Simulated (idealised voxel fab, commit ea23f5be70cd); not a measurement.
process module | voxel spacer lines
Cross-section cut spans 275 nm and uses square cells 5 nm in size.
Cross-section spec: square-cell grid; bands listed top down; each band is one or more rows. Band: top and bottom heights (nm) first, top before bottom; then materials from left to right, widths in nm. "all across" marks a sole material filling the band edge to edge. "empty" denotes empty space. Height 0 is the level under which the wafer as received is all one material. The lowest band goes on downwards, as in "0 and below". The two numbers in a width such as "30 to 40" mark its ends across the band: the first belongs to the top row of cells, the second to the bottom row, and from each row to the next the width moves by the same amount. No cell of the cross-section changed in a step that is given as "identical to before". This entry, "Sealed internal voids", enumerates those empty regions of no fewer than 8 cells that possess no open connection to the top. Each region is reported in the form width x height at distance, the distance being taken from the left edge, with all three quantities expressed in nm. Read whatever lies past the settings on a step's line as the simulator's own remark about the step. The "overlay nm" setting may appear on a step's line; for a step that uses a mask, it gives how far to the right of its planned position the mask lay, and a negative value indicates the left.

Intended process steps:
1. RECEIVE | material Si
2. CONFORMAL_DEP | material Al2O3 | thk nm 5
3. DIRECTIONAL_DEP | material W | thk nm 20
4. DIRECTIONAL_DEP | material polySi | thk nm 20
5. PATTERN | tone cover | mask id MANDREL | material resist | width nm 20 | pitch nm 60 | thk nm 25 | overlay nm 0
6. DIRECTIONAL_ETCH | etch materials polySi | depth nm 20
7. STRIP | etch materials resist
8. CONFORMAL_DEP | material SiO2 | thk nm 5
9. DIRECTIONAL_ETCH | etch materials SiO2 | depth nm 10
10. STRIP | etch materials polySi
11. DIRECTIONAL_ETCH | etch materials W | depth nm 20
12. STRIP | etch materials SiO2
13. FILL_DEP | material SiO2 | thk nm 5
14. CMP | height nm 25
Across this set of wafers, the varied parameter is the thk nm of step 8. Starting conditions are identical for every wafer, and the plan reports the value assigned to the first wafer.

Cross-section of the first of several received wafers, showing its state after step 1:
- 0 and below  Si all across
- Sealed internal voids: none

Last step of the module is step 14; after it, the first of several wafers in cross-section:
- 25 down to 5  SiO2 (90), then W (5), then SiO2 (20), then W (5), then SiO2 (30), then W (5), then SiO2 (20), then W (5), then SiO2 (95)
- 5 down to 0  Al2O3 all across
- 0 and below  Si all across
- Sealed internal voids: none

End of module, last wafer sectioned:
- 25 down to 5  W all across
- 5 down to 0  Al2O3 all across
- 0 and below  Si all across
- Sealed internal voids: none

Below is a per-wafer table. In it, each row describes the wafer at the end of the module by giving, for each material, the number of cells gained (+) or lost (-) since the wafer was received, and after that the closed voids of the wafer:
thk nm 5, +55 Al2O3, +204 SiO2, +16 W, Sealed internal voids: none
thk nm 10, +55 Al2O3, +188 SiO2, +32 W, Sealed internal voids: none
thk nm 15, +55 Al2O3, +220 W, Sealed internal voids: none
thk nm 20, +55 Al2O3, +220 W, Sealed internal voids: none
thk nm 25, +55 Al2O3, +220 W, Sealed internal voids: none
